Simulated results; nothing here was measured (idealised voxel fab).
Documented hereafter: the process module known as voxel ribs on slabs.
Xsec cut, 255 nm wide, square cell size 5 nm.
Square cells in a grid make up a cross-section in this document, and the grid is given as bands, listed from the top down, each one or more rows of cells.
What a band's entry tells you: where the top is and where the bottom is, as heights in nm, and after that what lies inside, material by material from left to right, each with its width in nm. Empty space is written as the word "air", and a single material marked with the word "all across" occupies the band from edge to edge.
Counting heights begins at 0, where everything beneath is, in the wafer as received, one material. The lowest band has no bottom; it goes on downwards, as "from 0 down" shows.
The expression "30->40" gives the width at the extremes of the band, the first number at its top row of cells and the second at its bottom row, with the width changing by equal amounts from each row to the next in between.
When a step is marked "no alteration", none of the cells in the cross-section changed during that step.
Entrapped void list: empty space of 8 cells or more with no open way to the top, each as width x height at its distance from the left edge, in nm
after a step's settings: what the simulator itself notes on the step
overlay nm: on a step with a mask, how far right of its planned place the mask lay; negative means left.

These are the steps we planned for the process
1: RECEIVE, material Si
2: DIRECTIONAL_DEP, material SiO2, thk nm 30
3: DIRECTIONAL_DEP, material polySi, thk nm 25
4: MASKED_ETCH, tone cover, mask id RIB, width nm 15, etch materials polySi, depth nm 5, overlay nm 0
5: MASKED_ETCH, tone cover, mask id SLAB, width nm 75, etch materials polySi, depth nm 20, overlay nm 0
6: FILL_DEP, material SiO2, thk nm 20
7: CMP, height nm 65
8: DIRECTIONAL_DEP, material TiN, thk nm 5
9: DIRECTIONAL_DEP, material aC, thk nm 15
10: PATTERN, tone cover, mask id HEATER, material resist, width nm 25, thk nm 30, overlay nm 0
11: DIRECTIONAL_ETCH, etch materials aC, depth nm 15
12: STRIP, etch materials resist
13: DIRECTIONAL_ETCH, etch materials TiN, depth nm 5
14: STRIP, etch materials aC
15: CONFORMAL_DEP, material SiO2, thk nm 10

The cross-section here shows the wafer as received, i.e. in its state after step 1
* from 0 down  Si all across
* Entrapped void list: none

Cross-sectional view of the first of the two wafers upon completion of the module, processed in accordance with the plan
* from 80 to 75  105 of air, 45 of SiO2, 105 of air
* from 75 to 70  SiO2 all across
* from 70 to 65  115 of SiO2, 25 of TiN, 115 of SiO2
* from 65 to 55  SiO2 all across
* from 55 to 50  120 of SiO2, 15 of polySi, 120 of SiO2
* from 50 to 30  90 of SiO2, 75 of polySi, 90 of SiO2
* from 30 to 0  SiO2 all across
* from 0 down  Si all across
* Entrapped void list: none

Module end: cross-section of wafer two of two. Same start and process plan as the first wafer. One mistake during execution
* from 80 to 75  105 of air, 45 of SiO2, 105 of air
* from 75 to 70  SiO2 all across
* from 70 to 65  115 of SiO2, 25 of TiN, 115 of SiO2
* from 65 to 25  SiO2 all across
* from 25 to 0  polySi all across
* from 0 down  Si all across
* Entrapped void list: none
Short version of what went wrong: steps 2 and 3 of the plan were run in the wrong order, each in the other's place
Once processing is complete, comparing cell counts shows that the second wafer has more or fewer of certain materials than the first: -192 SiO2 | +192 polySi
